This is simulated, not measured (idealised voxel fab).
The document below concerns the process module designated voxel ribs on slabs.
Displayed cross-section: cut, width of 270 nm, square cells sized 5 nm.
Cross-section spec: square-cell grid; bands listed top down; each band is one or more rows. Top height, bottom height, nm. Materials left to right, width each, nm. Single material + "throughout" = fills band edge to edge. "empty" = empty. A quick word on heights: they are counted from 0, and under that level the wafer as it came to us is one material throughout. The lowest band is different from the rest in having no bottom; it simply continues downward, written as in "z 0 and below". With a width like "30->40", each row of cells in the band differs from the next by the same amount, the top row carrying the first number and the bottom row the second. Basically "remains unaltered" means that step didn't change any cell in the cross-section. Each empty space that has no open way to the top and spans at least 8 cells appears under "Fully sealed voids" as width x height at distance, the distance counted from the left edge, all in nm. after a step's settings: what the simulator itself notes on the step. The line of a step may include "overlay nm". On a step with a mask, this value is how far to the right of its planned place the mask lay. A negative value means the mask lay to the left.
## This section lists the process steps that were planned
| 1 | RECEIVE with material Si |
| 2 | DIRECTIONAL_DEP with material SiO2, thk nm 20 |
| 3 | DIRECTIONAL_DEP with material polySi, thk nm 20 |
| 4 | DIRECTIONAL_DEP with material aC, thk nm 10 |
| 5 | PATTERN with tone cover, mask id RIB, material resist, width nm 20, thk nm 30, overlay nm 0 |
| 6 | DIRECTIONAL_ETCH with etch materials aC, depth nm 10 |
| 7 | STRIP with etch materials resist |
| 8 | DIRECTIONAL_ETCH with etch materials polySi, depth nm 15 |
| 9 | STRIP with etch materials aC |
| 10 | PATTERN with tone cover, mask id SLAB, material resist, width nm 60, thk nm 15, overlay nm 0 |
| 11 | DIRECTIONAL_ETCH with etch materials polySi, depth nm 5 |
| 12 | STRIP with etch materials resist |
| 13 | FILL_DEP with material SiO2, thk nm 25 |
| 14 | CMP with height nm 55 |
| 15 | DIRECTIONAL_DEP with material W, thk nm 5 |
| 16 | PATTERN with tone cover, mask id HEATER, material resist, width nm 30, thk nm 20, overlay nm 0 |
| 17 | DIRECTIONAL_ETCH with etch materials W, depth nm 5 |
| 18 | STRIP with etch materials resist |
| 19 | CONFORMAL_DEP with material SiN, thk nm 5 |
## The cross-section here shows the wafer as received, i.e. in its state after step 1
    z 0 and below = Si throughout
    Fully sealed voids: none
## The module was run from the start shown above using the plan shown above, but one mistake was made doing it; the resulting wafer cross-section is below
    z 65 to 60 = empty 125 nm / SiN 40 nm / empty 105 nm
    z 60 to 55 = SiN 130 nm / W 30 nm / SiN 110 nm
    z 55 to 40 = SiO2 throughout
    z 40 to 25 = SiO2 125 nm / polySi 20 nm / SiO2 125 nm
    z 25 to 20 = SiO2 105 nm / polySi 60 nm / SiO2 105 nm
    z 20 to 0 = SiO2 throughout
    z 0 and below = Si throughout
    Fully sealed voids: none
Against the plan, the run slipped here: step 16 did not use the planned setting and instead ran as PATTERN with tone cover, mask id HEATER, material resist, width nm 30, thk nm 20, overlay nm 10
